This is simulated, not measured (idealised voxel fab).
The process module that follows is named voxel self aligned vias.
This is section cut - it's 260 nm across, gridded in 5 nm square cells.
Each cross-section below is a grid of square cells, stated as bands in top-down order, with one or more rows of cells making up each band.
Band entry format. Leading values: height of top, height of bottom, nm. Remainder: materials in left-to-right order, each with its width in nm. Special words: "edge to edge" on a single material, which then fills the band edge to edge; "air", empty space.
Counting heights begins at 0, where everything beneath is, in the wafer as received, one material. The lowest band has no bottom; it goes on downwards, as "top 0, no bottom" shows.
Read "30..40" as a graded width: first number on top, second number at the bottom, same change between each pair of neighbouring rows.
Key: "nothing altered" - step with no changed cell in the cross-section.
Closed empty spaces (no open way to the top) of 8 cells or more are what "Fully sealed cavities" lists, each as width x height at distance from the left edge, nm for all three.
Where a step's line continues beyond its settings, the continuation is a remark by the simulator itself on that step.
overlay nm: on a step with a mask, how far right of its planned place the mask lay; negative means left.
So the way this works: pairs, before and after one process step. The after picture only goes down to the lowest band that actually changed, nothing below. Step and its settings are under each pair. And watch out, pairs might come from different runs of this module, same starting wafer though, so a pair only follows on from the one above if its "Before this step" entry tells you so.
## Before this step
  top 55, bottom 30: lowk: 80, then air: 30, then lowk: 35, then air: 30, then lowk: 85
  top 30, bottom 15: SiCN edge to edge
  top 15, bottom 0: SiO2 edge to edge
  top 0, no bottom: Si edge to edge
  Fully sealed cavities: none
## Post-Step Snapshot
  top 60, bottom 55: TiN: 85, then air: 20, then TiN: 45, then air: 20, then TiN: 90
  top 55, bottom 35: lowk: 80, then TiN: 5, then air: 20, then TiN: 5, then lowk: 35, then TiN: 5, then air: 20, then TiN: 5, then lowk: 85
  top 35, bottom 30: lowk: 80, then TiN: 30, then lowk: 35, then TiN: 30, then lowk: 85
  below 30: unchanged
  Fully sealed cavities: none
What is the step between the two cross-sections above? CONFORMAL_DEP (material TiN; thk nm 5)
Before this step: This step starts from the configuration shown after the step in the pair immediately above.
## Post-Step Snapshot
  top 65, bottom 60: W edge to edge
  top 60, bottom 55: TiN: 85, then W: 20, then TiN: 45, then W: 20, then TiN: 90
  top 55, bottom 35: lowk: 80, then TiN: 5, then W: 20, then TiN: 5, then lowk: 35, then TiN: 5, then W: 20, then TiN: 5, then lowk: 85
  below 35: unchanged
  Fully sealed cavities: none
What is the step between the two cross-sections above? FILL_DEP (material W; thk nm 5)
Before this step: This step starts from the configuration shown after the step in the pair immediately above.
## Post-Step Snapshot
  top 45, bottom 35: lowk: 80, then TiN: 5, then W: 20, then TiN: 5, then lowk: 35, then TiN: 5, then W: 20, then TiN: 5, then lowk: 85
  below 35: unchanged
  Fully sealed cavities: none
What is the step between the two cross-sections above? CMP (height nm 45)
Before this step: This step starts from the configuration shown after the step in the pair immediately above.
## Post-Step Snapshot
  top 45, bottom 35: lowk: 80, then air: 30, then lowk: 35, then air: 30, then lowk: 85
  below 35: unchanged
  Fully sealed cavities: none
What is the step between the two cross-sections above? SELECTIVE_ETCH (etch materials W Ru TiN; depth nm 10)
Before this step: This step starts from the configuration shown after the step in the pair immediately above.
## Post-Step Snapshot
  top 55, bottom 45: SiN edge to edge
  top 45, bottom 35: lowk: 80, then SiN: 30, then lowk: 35, then SiN: 30, then lowk: 85
  below 35: unchanged
  Fully sealed cavities: none
What is the step between the two cross-sections above? FILL_DEP (material SiN; thk nm 10)
Before this step: This step starts from the configuration shown after the step in the pair immediately above.
## Post-Step Snapshot
  top 45, bottom 35: lowk: 80, then SiN: 30, then lowk: 35, then SiN: 30, then lowk: 85
  below 35: unchanged
  Fully sealed cavities: none
What is the step between the two cross-sections above? CMP (height nm 45)
Before this step: This step starts from the configuration shown after the step in the pair immediately above.
## Post-Step Snapshot
  top 60, bottom 45: lowk edge to edge
  below 45: unchanged
  Fully sealed cavities: none
What is the step between the two cross-sections above? DIRECTIONAL_DEP (material lowk; thk nm 15)
Before this step: This step starts from the configuration shown after the step in the pair immediately above.
## Post-Step Snapshot
  top 75, bottom 60: resist: 70, then air: 50, then resist: 15, then air: 50, then resist: 75
  below 60: unchanged
  Fully sealed cavities: none
What is the step between the two cross-sections above? PATTERN (tone open; mask id VIAS; material resist; width nm 50; pitch nm 65; thk nm 15; overlay nm 0)
Before this step: This step starts from the configuration shown after the step in the pair immediately above.
## Post-Step Snapshot
  top 75, bottom 60: resist: 70, then air: 50, then resist: 15, then air: 50, then resist: 75
  top 60, bottom 45: lowk: 70, then air: 50, then lowk: 15, then air: 50, then lowk: 75
  below 45: unchanged
  Fully sealed cavities: none
What is the step between the two cross-sections above? DIRECTIONAL_ETCH (etch materials lowk; depth nm 15)
Before this step: This step starts from the configuration shown after the step in the pair immediately above.
## Post-Step Snapshot
  top 75, bottom 60: resist: 70, then air: 50, then resist: 15, then air: 50, then resist: 75
  top 60, bottom 45: lowk: 70, then air: 50, then lowk: 15, then air: 50, then lowk: 75
  top 45, bottom 35: lowk: 80, then air: 30, then lowk: 35, then air: 30, then lowk: 85
  below 35: unchanged
  Fully sealed cavities: none
What is the step between the two cross-sections above? DIRECTIONAL_ETCH (etch materials SiN; depth nm 10)
Before this step: This step starts from the configuration shown after the step in the pair immediately above.
## Post-Step Snapshot
  top 60, bottom 45: lowk: 70, then air: 50, then lowk: 15, then air: 50, then lowk: 75
  below 45: unchanged
  Fully sealed cavities: none
What is the step between the two cross-sections above? STRIP (etch materials resist)
Before this step: This step starts from the configuration shown after the step in the pair immediately above.
## Post-Step Snapshot
  top 65, bottom 60: TiN: 75, then air: 40, then TiN: 25, then air: 40, then TiN: 80
  top 60, bottom 50: lowk: 70, then TiN: 5, then air: 40, then TiN: 5, then lowk: 15, then TiN: 5, then air: 40, then TiN: 5, then lowk: 75
  top 50, bottom 40: lowk: 70..80, then TiN: 15..5, then air: 20, then TiN: 15..5, then lowk: 15..35, then TiN: 15..5, then air: 20, then TiN: 15..5, then lowk: 75..85
  top 40, bottom 30: lowk: 80, then TiN: 30, then lowk: 35, then TiN: 30, then lowk: 85
  below 30: unchanged
  Fully sealed cavities: none
What is the step between the two cross-sections above? CONFORMAL_DEP (material TiN; thk nm 5)
Before this step: This step starts from the configuration shown after the step in the pair immediately above.
## Post-Step Snapshot
  top 75, bottom 65: Ru edge to edge
  top 65, bottom 60: TiN: 75, then Ru: 40, then TiN: 25, then Ru: 40, then TiN: 80
  top 60, bottom 50: lowk: 70, then TiN: 5, then Ru: 40, then TiN: 5, then lowk: 15, then TiN: 5, then Ru: 40, then TiN: 5, then lowk: 75
  top 50, bottom 40: lowk: 70..80, then TiN: 15..5, then Ru: 20, then TiN: 15..5, then lowk: 15..35, then TiN: 15..5, then Ru: 20, then TiN: 15..5, then lowk: 75..85
  below 40: unchanged
  Fully sealed cavities: none
What is the step between the two cross-sections above? FILL_DEP (material Ru; thk nm 10)
Before this step: This step starts from the configuration shown after the step in the pair immediately above.
## Post-Step Snapshot
  top 60, bottom 50: lowk: 70, then TiN: 5, then Ru: 40, then TiN: 5, then lowk: 15, then TiN: 5, then Ru: 40, then TiN: 5, then lowk: 75
  below 50: unchanged
  Fully sealed cavities: none
What is the step between the two cross-sections above? CMP (height nm 60)
Before this step: This step starts from the configuration shown after the step in the pair immediately above.
## Post-Step Snapshot
  top 65, bottom 60: SiCN edge to edge
  below 60: unchanged
  Fully sealed cavities: none
What is the step between the two cross-sections above? CONFORMAL_DEP (material SiCN; thk nm 5)
## Before this step
  top 55, bottom 45: aC edge to edge
  top 45, bottom 20: lowk edge to edge
  top 20, bottom 15: SiCN edge to edge
  top 15, bottom 0: SiO2 edge to edge
  top 0, no bottom: Si edge to edge
  Fully sealed cavities: none
## Post-Step Snapshot
  top 80, bottom 55: resist: 75, then air: 40, then resist: 25, then air: 40, then resist: 80
  below 55: unchanged
  Fully sealed cavities: none
What is the step between the two cross-sections above? PATTERN (tone open; mask id LINES; material resist; width nm 40; pitch nm 65; thk nm 25; overlay nm 0)
Before this step: This step starts from the configuration shown after the step in the pair immediately above.
## Post-Step Snapshot
  top 70, bottom 55: resist: 75, then air: 40, then resist: 25, then air: 40, then resist: 80
  top 55, bottom 45: aC: 75, then air: 40, then aC: 25, then air: 40, then aC: 80
  below 45: unchanged
  Fully sealed cavities: none
What is the step between the two cross-sections above? DIRECTIONAL_ETCH (etch materials aC; depth nm 10)
Before this step: This step starts from the configuration shown after the step in the pair immediately above.
## Post-Step Snapshot
  top 55, bottom 45: aC: 75, then air: 40, then aC: 25, then air: 40, then aC: 80
  below 45: unchanged
  Fully sealed cavities: none
What is the step between the two cross-sections above? STRIP (etch materials resist)
Before this step: This step starts from the configuration shown after the step in the pair immediately above.
## Post-Step Snapshot
  top 55, bottom 45: aC: 75, then air: 40, then aC: 25, then air: 40, then aC: 80
  top 45, bottom 20: lowk: 75, then air: 40, then lowk: 25, then air: 40, then lowk: 80
  below 20: unchanged
  Fully sealed cavities: none
What is the step between the two cross-sections above? DIRECTIONAL_ETCH (etch materials lowk; depth nm 25)
Before this step: This step starts from the configuration shown after the step in the pair immediately above.
## Post-Step Snapshot
  top 45, bottom 20: lowk: 75, then air: 40, then lowk: 25, then air: 40, then lowk: 80
  below 20: unchanged
  Fully sealed cavities: none
What is the step between the two cross-sections above? STRIP (etch materials aC)
Before this step: This step starts from the configuration shown after the step in the pair immediately above.
## Post-Step Snapshot
  top 50, bottom 45: TiN: 80, then air: 30, then TiN: 35, then air: 30, then TiN: 85
  top 45, bottom 25: lowk: 75, then TiN: 5, then air: 30, then TiN: 5, then lowk: 25, then TiN: 5, then air: 30, then TiN: 5, then lowk: 80
  top 25, bottom 20: lowk: 75, then TiN: 40, then lowk: 25, then TiN: 40, then lowk: 80
  below 20: unchanged
  Fully sealed cavities: none
What is the step between the two cross-sections above? CONFORMAL_DEP (material TiN; thk nm 5)
Before this step: This step starts from the configuration shown after the step in the pair immediately above.
## Post-Step Snapshot
  top 55, bottom 50: W edge to edge
  top 50, bottom 45: TiN: 80, then W: 30, then TiN: 35, then W: 30, then TiN: 85
  top 45, bottom 25: lowk: 75, then TiN: 5, then W: 30, then TiN: 5, then lowk: 25, then TiN: 5, then W: 30, then TiN: 5, then lowk: 80
  below 25: unchanged
  Fully sealed cavities: none
What is the step between the two cross-sections above? FILL_DEP (material W; thk nm 5)
Before this step: This step starts from the configuration shown after the step in the pair immediately above.
## Post-Step Snapshot
  top 45, bottom 25: lowk: 75, then TiN: 5, then W: 30, then TiN: 5, then lowk: 25, then TiN: 5, then W: 30, then TiN: 5, then lowk: 80
  below 25: unchanged
  Fully sealed cavities: none
What is the step between the two cross-sections above? CMP (height nm 45)
Before this step: This step starts from the configuration shown after the step in the pair immediately above.
## Post-Step Snapshot
  top 45, bottom 35: lowk: 75, then air: 40, then lowk: 25, then air: 40, then lowk: 80
  below 35: unchanged
  Fully sealed cavities: none
What is the step between the two cross-sections above? SELECTIVE_ETCH (etch materials W Ru TiN; depth nm 10)
Before this step: This step starts from the configuration shown after the step in the pair immediately above.
## Post-Step Snapshot
  top 55, bottom 45: SiN edge to edge
  top 45, bottom 35: lowk: 75, then SiN: 40, then lowk: 25, then SiN: 40, then lowk: 80
  below 35: unchanged
  Fully sealed cavities: none
What is the step between the two cross-sections above? FILL_DEP (material SiN; thk nm 10)
Before this step: This step starts from the configuration shown after the step in the pair immediately above.
## Post-Step Snapshot
  top 45, bottom 35: lowk: 75, then SiN: 40, then lowk: 25, then SiN: 40, then lowk: 80
  below 35: unchanged
  Fully sealed cavities: none
What is the step between the two cross-sections above? CMP (height nm 45)
Before this step: This step starts from the configuration shown after the step in the pair immediately above.
## Post-Step Snapshot
  top 60, bottom 45: lowk edge to edge
  below 45: unchanged
  Fully sealed cavities: none
What is the step between the two cross-sections above? DIRECTIONAL_DEP (material lowk; thk nm 15)
Before this step: This step starts from the configuration shown after the step in the pair immediately above.
## Post-Step Snapshot
  top 75, bottom 60: resist: 70, then air: 50, then resist: 15, then air: 50, then resist: 75
  below 60: unchanged
  Fully sealed cavities: none
What is the step between the two cross-sections above? PATTERN (tone open; mask id VIAS; material resist; width nm 50; pitch nm 65; thk nm 15; overlay nm 0)
Before this step: This step starts from the configuration shown after the step in the pair immediately above.
## Post-Step Snapshot
  top 75, bottom 60: resist: 70, then air: 50, then resist: 15, then air: 50, then resist: 75
  top 60, bottom 45: lowk: 70, then air: 50, then lowk: 15, then air: 50, then lowk: 75
  below 45: unchanged
  Fully sealed cavities: none
What is the step between the two cross-sections above? DIRECTIONAL_ETCH (etch materials lowk; depth nm 15)
Before this step: This step starts from the configuration shown after the step in the pair immediately above.
## Post-Step Snapshot
  top 75, bottom 60: resist: 70, then air: 50, then resist: 15, then air: 50, then resist: 75
  top 60, bottom 45: lowk: 70, then air: 50, then lowk: 15, then air: 50, then lowk: 75
  top 45, bottom 35: lowk: 75, then air: 40, then lowk: 25, then air: 40, then lowk: 80
  below 35: unchanged
  Fully sealed cavities: none
What is the step between the two cross-sections above? DIRECTIONAL_ETCH (etch materials SiN; depth nm 10)
Before this step: This step starts from the configuration shown after the step in the pair immediately above.
## Post-Step Snapshot
  top 60, bottom 45: lowk: 70, then air: 50, then lowk: 15, then air: 50, then lowk: 75
  below 45: unchanged
  Fully sealed cavities: none
What is the step between the two cross-sections above? STRIP (etch materials resist)
Before this step: This step starts from the configuration shown after the step in the pair immediately above.
## Post-Step Snapshot
  top 65, bottom 60: TiN: 75, then air: 40, then TiN: 25, then air: 40, then TiN: 80
  top 60, bottom 50: lowk: 70, then TiN: 5, then air: 40, then TiN: 5, then lowk: 15, then TiN: 5, then air: 40, then TiN: 5, then lowk: 75
  top 50, bottom 40: lowk: 70..75, then TiN: 10..5, then air: 30, then TiN: 10..5, then lowk: 15..25, then TiN: 10..5, then air: 30, then TiN: 10..5, then lowk: 75..80
  top 40, bottom 35: lowk: 75, then TiN: 40, then lowk: 25, then TiN: 40, then lowk: 80
  below 35: unchanged
  Fully sealed cavities: none
What is the step between the two cross-sections above? CONFORMAL_DEP (material TiN; thk nm 5)
Before this step: This step starts from the configuration shown after the step in the pair immediately above.
## Post-Step Snapshot
  top 75, bottom 65: Ru edge to edge
  top 65, bottom 60: TiN: 75, then Ru: 40, then TiN: 25, then Ru: 40, then TiN: 80
  top 60, bottom 50: lowk: 70, then TiN: 5, then Ru: 40, then TiN: 5, then lowk: 15, then TiN: 5, then Ru: 40, then TiN: 5, then lowk: 75
  top 50, bottom 40: lowk: 70..75, then TiN: 10..5, then Ru: 30, then TiN: 10..5, then lowk: 15..25, then TiN: 10..5, then Ru: 30, then TiN: 10..5, then lowk: 75..80
  below 40: unchanged
  Fully sealed cavities: none
What is the step between the two cross-sections above? FILL_DEP (material Ru; thk nm 10)
Before this step: This step starts from the configuration shown after the step in the pair immediately above.
## Post-Step Snapshot
  top 60, bottom 50: lowk: 70, then TiN: 5, then Ru: 40, then TiN: 5, then lowk: 15, then TiN: 5, then Ru: 40, then TiN: 5, then lowk: 75
  below 50: unchanged
  Fully sealed cavities: none
What is the step between the two cross-sections above? CMP (height nm 60)
Before this step: This step starts from the configuration shown after the step in the pair immediately above.
## Post-Step Snapshot
  top 65, bottom 60: SiCN edge to edge
  below 60: unchanged
  Fully sealed cavities: none
What is the step between the two cross-sections above? CONFORMAL_DEP (material SiCN; thk nm 5)
## Before this step
  top 55, bottom 45: aC edge to edge
  top 45, bottom 20: lowk edge to edge
  top 20, bottom 15: SiCN edge to edge
  top 15, bottom 0: SiO2 edge to edge
  top 0, no bottom: Si edge to edge
  Fully sealed cavities: none
## Post-Step Snapshot
  top 80, bottom 55: resist: 90, then air: 30, then resist: 35, then air: 30, then resist: 75
  below 55: unchanged
  Fully sealed cavities: none
What is the step between the two cross-sections above? PATTERN (tone open; mask id LINES; material resist; width nm 30; pitch nm 65; thk nm 25; overlay nm 10)
Before this step: This step starts from the configuration shown after the step in the pair immediately above.
## Post-Step Snapshot
  top 70, bottom 55: resist: 90, then air: 30, then resist: 35, then air: 30, then resist: 75
  top 55, bottom 45: aC: 90, then air: 30, then aC: 35, then air: 30, then aC: 75
  below 45: unchanged
  Fully sealed cavities: none
What is the step between the two cross-sections above? DIRECTIONAL_ETCH (etch materials aC; depth nm 10)
Before this step: This step starts from the configuration shown after the step in the pair immediately above.
## Post-Step Snapshot
  top 55, bottom 45: aC: 90, then air: 30, then aC: 35, then air: 30, then aC: 75
  below 45: unchanged
  Fully sealed cavities: none
What is the step between the two cross-sections above? STRIP (etch materials resist)
Before this step: This step starts from the configuration shown after the step in the pair immediately above.
## Post-Step Snapshot
  top 55, bottom 45: aC: 90, then air: 30, then aC: 35, then air: 30, then aC: 75
  top 45, bottom 20: lowk: 90, then air: 30, then lowk: 35, then air: 30, then lowk: 75
  below 20: unchanged
  Fully sealed cavities: none
What is the step between the two cross-sections above? DIRECTIONAL_ETCH (etch materials lowk; depth nm 25)
Before this step: This step starts from the configuration shown after the step in the pair immediately above.
## Post-Step Snapshot
  top 45, bottom 20: lowk: 90, then air: 30, then lowk: 35, then air: 30, then lowk: 75
  below 20: unchanged
  Fully sealed cavities: none
What is the step between the two cross-sections above? STRIP (etch materials aC)
Before this step: This step starts from the configuration shown after the step in the pair immediately above.
## Post-Step Snapshot
  top 50, bottom 45: TiN: 95, then air: 20, then TiN: 45, then air: 20, then TiN: 80
  top 45, bottom 25: lowk: 90, then TiN: 5, then air: 20, then TiN: 5, then lowk: 35, then TiN: 5, then air: 20, then TiN: 5, then lowk: 75
  top 25, bottom 20: lowk: 90, then TiN: 30, then lowk: 35, then TiN: 30, then lowk: 75
  below 20: unchanged
  Fully sealed cavities: none
What is the step between the two cross-sections above? CONFORMAL_DEP (material TiN; thk nm 5)
Before this step: This step starts from the configuration shown after the step in the pair immediately above.
## Post-Step Snapshot
  top 55, bottom 50: W edge to edge
  top 50, bottom 45: TiN: 95, then W: 20, then TiN: 45, then W: 20, then TiN: 80
  top 45, bottom 25: lowk: 90, then TiN: 5, then W: 20, then TiN: 5, then lowk: 35, then TiN: 5, then W: 20, then TiN: 5, then lowk: 75
  below 25: unchanged
  Fully sealed cavities: none
What is the step between the two cross-sections above? FILL_DEP (material W; thk nm 5)
Before this step: This step starts from the configuration shown after the step in the pair immediately above.
## Post-Step Snapshot
  top 45, bottom 25: lowk: 90, then TiN: 5, then W: 20, then TiN: 5, then lowk: 35, then TiN: 5, then W: 20, then TiN: 5, then lowk: 75
  below 25: unchanged
  Fully sealed cavities: none
What is the step between the two cross-sections above? CMP (height nm 45)
Before this step: This step starts from the configuration shown after the step in the pair immediately above.
## Post-Step Snapshot
  top 45, bottom 35: lowk: 90, then air: 30, then lowk: 35, then air: 30, then lowk: 75
  below 35: unchanged
  Fully sealed cavities: none
What is the step between the two cross-sections above? SELECTIVE_ETCH (etch materials W Ru TiN; depth nm 10)
Before this step: This step starts from the configuration shown after the step in the pair immediately above.
## Post-Step Snapshot
  top 55, bottom 45: SiN edge to edge
  top 45, bottom 35: lowk: 90, then SiN: 30, then lowk: 35, then SiN: 30, then lowk: 75
  below 35: unchanged
  Fully sealed cavities: none
What is the step between the two cross-sections above? FILL_DEP (material SiN; thk nm 10)
Before this step: This step starts from the configuration shown after the step in the pair immediately above.
## Post-Step Snapshot
  top 45, bottom 35: lowk: 90, then SiN: 30, then lowk: 35, then SiN: 30, then lowk: 75
  below 35: unchanged
  Fully sealed cavities: none
What is the step between the two cross-sections above? CMP (height nm 45)
Before this step: This step starts from the configuration shown after the step in the pair immediately above.
## Post-Step Snapshot
  top 60, bottom 45: lowk edge to edge
  below 45: unchanged
  Fully sealed cavities: none
What is the step between the two cross-sections above? DIRECTIONAL_DEP (material lowk; thk nm 15)
Before this step: This step starts from the configuration shown after the step in the pair immediately above.
## Post-Step Snapshot
  top 75, bottom 60: resist: 70, then air: 50, then resist: 15, then air: 50, then resist: 75
  below 60: unchanged
  Fully sealed cavities: none
What is the step between the two cross-sections above? PATTERN (tone open; mask id VIAS; material resist; width nm 50; pitch nm 65; thk nm 15; overlay nm 0)
Before this step: This step starts from the configuration shown after the step in the pair immediately above.
## Post-Step Snapshot
  top 75, bottom 60: resist: 70, then air: 50, then resist: 15, then air: 50, then resist: 75
  top 60, bottom 45: lowk: 70, then air: 50, then lowk: 15, then air: 50, then lowk: 75
  below 45: unchanged
  Fully sealed cavities: none
What is the step between the two cross-sections above? DIRECTIONAL_ETCH (etch materials lowk; depth nm 15)
Before this step: This step starts from the configuration shown after the step in the pair immediately above.
## Post-Step Snapshot
  top 75, bottom 60: resist: 70, then air: 50, then resist: 15, then air: 50, then resist: 75
  top 60, bottom 45: lowk: 70, then air: 50, then lowk: 15, then air: 50, then lowk: 75
  top 45, bottom 35: lowk: 90, then air: 30, then lowk: 35, then air: 30, then lowk: 75
  below 35: unchanged
  Fully sealed cavities: none
What is the step between the two cross-sections above? DIRECTIONAL_ETCH (etch materials SiN; depth nm 10)
Before this step: This step starts from the configuration shown after the step in the pair immediately above.
## Post-Step Snapshot
  top 60, bottom 45: lowk: 70, then air: 50, then lowk: 15, then air: 50, then lowk: 75
  below 45: unchanged
  Fully sealed cavities: none
What is the step between the two cross-sections above? STRIP (etch materials resist)
Before this step: This step starts from the configuration shown after the step in the pair immediately above.
## Post-Step Snapshot
  top 65, bottom 60: TiN: 75, then air: 40, then TiN: 25, then air: 40, then TiN: 80
  top 60, bottom 50: lowk: 70, then TiN: 5, then air: 40, then TiN: 5, then lowk: 15, then TiN: 5, then air: 40, then TiN: 5, then lowk: 75
  top 50, bottom 40: lowk: 70..90, then TiN: 25..5, then air: 20, then TiN: 5, then lowk: 15..35, then TiN: 25..5, then air: 20, then TiN: 5, then lowk: 75
  top 40, bottom 35: lowk: 90, then TiN: 30, then lowk: 35, then TiN: 30, then lowk: 75
  below 35: unchanged
  Fully sealed cavities: none
What is the step between the two cross-sections above? CONFORMAL_DEP (material TiN; thk nm 5)
Before this step: This step starts from the configuration shown after the step in the pair immediately above.
## Post-Step Snapshot
  top 75, bottom 65: Ru edge to edge
  top 65, bottom 60: TiN: 75, then Ru: 40, then TiN: 25, then Ru: 40, then TiN: 80
  top 60, bottom 50: lowk: 70, then TiN: 5, then Ru: 40, then TiN: 5, then lowk: 15, then TiN: 5, then Ru: 40, then TiN: 5, then lowk: 75
  top 50, bottom 40: lowk: 70..90, then TiN: 25..5, then Ru: 20, then TiN: 5, then lowk: 15..35, then TiN: 25..5, then Ru: 20, then TiN: 5, then lowk: 75
  below 40: unchanged
  Fully sealed cavities: none
What is the step between the two cross-sections above? FILL_DEP (material Ru; thk nm 10)
Before this step: This step starts from the configuration shown after the step in the pair immediately above.
## Post-Step Snapshot
  top 60, bottom 50: lowk: 70, then TiN: 5, then Ru: 40, then TiN: 5, then lowk: 15, then TiN: 5, then Ru: 40, then TiN: 5, then lowk: 75
  below 50: unchanged
  Fully sealed cavities: none
What is the step between the two cross-sections above? CMP (height nm 60)
Before this step: This step starts from the configuration shown after the step in the pair immediately above.
## Post-Step Snapshot
  top 65, bottom 60: SiCN edge to edge
  below 60: unchanged
  Fully sealed cavities: none
What is the step between the two cross-sections above? CONFORMAL_DEP (material SiCN; thk nm 5)
## Before this step
  top 75, bottom 60: resist: 70, then air: 50, then resist: 15, then air: 50, then resist: 75
  top 60, bottom 45: lowk: 70, then air: 50, then lowk: 15, then air: 50, then lowk: 75
  top 45, bottom 35: lowk: 80, then SiN: 30, then lowk: 35, then SiN: 30, then lowk: 85
  top 35, bottom 25: lowk: 80, then TiN: 5, then W: 20, then TiN: 5, then lowk: 35, then TiN: 5, then W: 20, then TiN: 5, then lowk: 85
  top 25, bottom 20: lowk: 80, then TiN: 30, then lowk: 35, then TiN: 30, then lowk: 85
  top 20, bottom 15: SiCN edge to edge
  top 15, bottom 0: SiO2 edge to edge
  top 0, no bottom: Si edge to edge
  Fully sealed cavities: none
## Post-Step Snapshot
  top 75, bottom 60: resist: 70, then air: 50, then resist: 15, then air: 50, then resist: 75
  top 60, bottom 45: lowk: 70, then air: 50, then lowk: 15, then air: 50, then lowk: 75
  top 45, bottom 35: lowk: 70, then air: 10, then SiN: 30, then air: 10, then lowk: 15, then air: 10, then SiN: 30, then air: 10, then lowk: 75
  below 35: unchanged
  Fully sealed cavities: none
What is the step between the two cross-sections above? DIRECTIONAL_ETCH (etch materials lowk; depth nm 10)
Before this step: This step starts from the configuration shown after the step in the pair immediately above.
## Post-Step Snapshot
  top 60, bottom 45: lowk: 70, then air: 50, then lowk: 15, then air: 50, then lowk: 75
  below 45: unchanged
  Fully sealed cavities: none
What is the step between the two cross-sections above? STRIP (etch materials resist)
Before this step: This step starts from the configuration shown after the step in the pair immediately above.
## Post-Step Snapshot
  top 65, bottom 60: TiN: 75, then air: 40, then TiN: 25, then air: 40, then TiN: 80
  top 60, bottom 50: lowk: 70, then TiN: 5, then air: 40, then TiN: 5, then lowk: 15, then TiN: 5, then air: 40, then TiN: 5, then lowk: 75
  top 50, bottom 45: lowk: 70, then TiN: 50, then lowk: 15, then TiN: 50, then lowk: 75
  top 45, bottom 35: lowk: 70, then TiN: 10, then SiN: 30, then TiN: 10, then lowk: 15, then TiN: 10, then SiN: 30, then TiN: 10, then lowk: 75
  below 35: unchanged
  Fully sealed cavities: none
What is the step between the two cross-sections above? CONFORMAL_DEP (material TiN; thk nm 5)
Before this step: This step starts from the configuration shown after the step in the pair immediately above.
## Post-Step Snapshot
  top 75, bottom 65: Ru edge to edge
  top 65, bottom 60: TiN: 75, then Ru: 40, then TiN: 25, then Ru: 40, then TiN: 80
  top 60, bottom 50: lowk: 70, then TiN: 5, then Ru: 40, then TiN: 5, then lowk: 15, then TiN: 5, then Ru: 40, then TiN: 5, then lowk: 75
  below 50: unchanged
  Fully sealed cavities: none
What is the step between the two cross-sections above? FILL_DEP (material Ru; thk nm 10)
Before this step: This step starts from the configuration shown after the step in the pair immediately above.
## Post-Step Snapshot
  top 60, bottom 50: lowk: 70, then TiN: 5, then Ru: 40, then TiN: 5, then lowk: 15, then TiN: 5, then Ru: 40, then TiN: 5, then lowk: 75
  below 50: unchanged
  Fully sealed cavities: none
What is the step between the two cross-sections above? CMP (height nm 60)
Before this step: This step starts from the configuration shown after the step in the pair immediately above.
## Post-Step Snapshot
  top 65, bottom 60: SiCN edge to edge
  below 60: unchanged
  Fully sealed cavities: none
What is the step between the two cross-sections above? CONFORMAL_DEP (material SiCN; thk nm 5)
## Before this step
  top 55, bottom 45: aC edge to edge
  top 45, bottom 20: lowk edge to edge
  top 20, bottom 15: SiCN edge to edge
  top 15, bottom 0: SiO2 edge to edge
  top 0, no bottom: Si edge to edge
  Fully sealed cavities: none
## Post-Step Snapshot
  top 80, bottom 55: air: 80, then resist: 30, then air: 35, then resist: 30, then air: 85
  below 55: unchanged
  Fully sealed cavities: none
What is the step between the two cross-sections above? PATTERN (tone cover; mask id LINES; material resist; width nm 30; pitch nm 65; thk nm 25; overlay nm 0)
Before this step: This step starts from the configuration shown after the step in the pair immediately above.
## Post-Step Snapshot
  top 70, bottom 55: air: 80, then resist: 30, then air: 35, then resist: 30, then air: 85
  top 55, bottom 45: air: 80, then aC: 30, then air: 35, then aC: 30, then air: 85
  below 45: unchanged
  Fully sealed cavities: none
What is the step between the two cross-sections above? DIRECTIONAL_ETCH (etch materials aC; depth nm 10)
Before this step: This step starts from the configuration shown after the step in the pair immediately above.
## Post-Step Snapshot
  top 55, bottom 45: air: 80, then aC: 30, then air: 35, then aC: 30, then air: 85
  below 45: unchanged
  Fully sealed cavities: none
What is the step between the two cross-sections above? STRIP (etch materials resist)
Before this step: This step starts from the configuration shown after the step in the pair immediately above.
## Post-Step Snapshot
  top 55, bottom 45: air: 80, then aC: 30, then air: 35, then aC: 30, then air: 85
  top 45, bottom 20: air: 80, then lowk: 30, then air: 35, then lowk: 30, then air: 85
  below 20: unchanged
  Fully sealed cavities: none
What is the step between the two cross-sections above? DIRECTIONAL_ETCH (etch materials lowk; depth nm 25)
Before this step: This step starts from the configuration shown after the step in the pair immediately above.
## Post-Step Snapshot
  top 45, bottom 20: air: 80, then lowk: 30, then air: 35, then lowk: 30, then air: 85
  below 20: unchanged
  Fully sealed cavities: none
What is the step between the two cross-sections above? STRIP (etch materials aC)
Before this step: This step starts from the configuration shown after the step in the pair immediately above.
## Post-Step Snapshot
  top 50, bottom 45: air: 75, then TiN: 40, then air: 25, then TiN: 40, then air: 80
  top 45, bottom 25: air: 75, then TiN: 5, then lowk: 30, then TiN: 5, then air: 25, then TiN: 5, then lowk: 30, then TiN: 5, then air: 80
  top 25, bottom 20: TiN: 80, then lowk: 30, then TiN: 35, then lowk: 30, then TiN: 85
  below 20: unchanged
  Fully sealed cavities: none
What is the step between the two cross-sections above? CONFORMAL_DEP (material TiN; thk nm 5)
Before this step: This step starts from the configuration shown after the step in the pair immediately above.
## Post-Step Snapshot
  top 55, bottom 50: W edge to edge
  top 50, bottom 45: W: 75, then TiN: 40, then W: 25, then TiN: 40, then W: 80
  top 45, bottom 25: W: 75, then TiN: 5, then lowk: 30, then TiN: 5, then W: 25, then TiN: 5, then lowk: 30, then TiN: 5, then W: 80
  below 25: unchanged
  Fully sealed cavities: none
What is the step between the two cross-sections above? FILL_DEP (material W; thk nm 5)
Before this step: This step starts from the configuration shown after the step in the pair immediately above.
## Post-Step Snapshot
  top 45, bottom 25: W: 75, then TiN: 5, then lowk: 30, then TiN: 5, then W: 25, then TiN: 5, then lowk: 30, then TiN: 5, then W: 80
  below 25: unchanged
  Fully sealed cavities: none
What is the step between the two cross-sections above? CMP (height nm 45)
Before this step: This step starts from the configuration shown after the step in the pair immediately above.
## Post-Step Snapshot
  top 45, bottom 35: air: 80, then lowk: 30, then air: 35, then lowk: 30, then air: 85
  below 35: unchanged
  Fully sealed cavities: none
What is the step between the two cross-sections above? SELECTIVE_ETCH (etch materials W Ru TiN; depth nm 10)
Before this step: This step starts from the configuration shown after the step in the pair immediately above.
## Post-Step Snapshot
  top 55, bottom 45: SiN edge to edge
  top 45, bottom 35: SiN: 80, then lowk: 30, then SiN: 35, then lowk: 30, then SiN: 85
  below 35: unchanged
  Fully sealed cavities: none
What is the step between the two cross-sections above? FILL_DEP (material SiN; thk nm 10)
Before this step: This step starts from the configuration shown after the step in the pair immediately above.
## Post-Step Snapshot
  top 45, bottom 35: SiN: 80, then lowk: 30, then SiN: 35, then lowk: 30, then SiN: 85
  below 35: unchanged
  Fully sealed cavities: none
What is the step between the two cross-sections above? CMP (height nm 45)
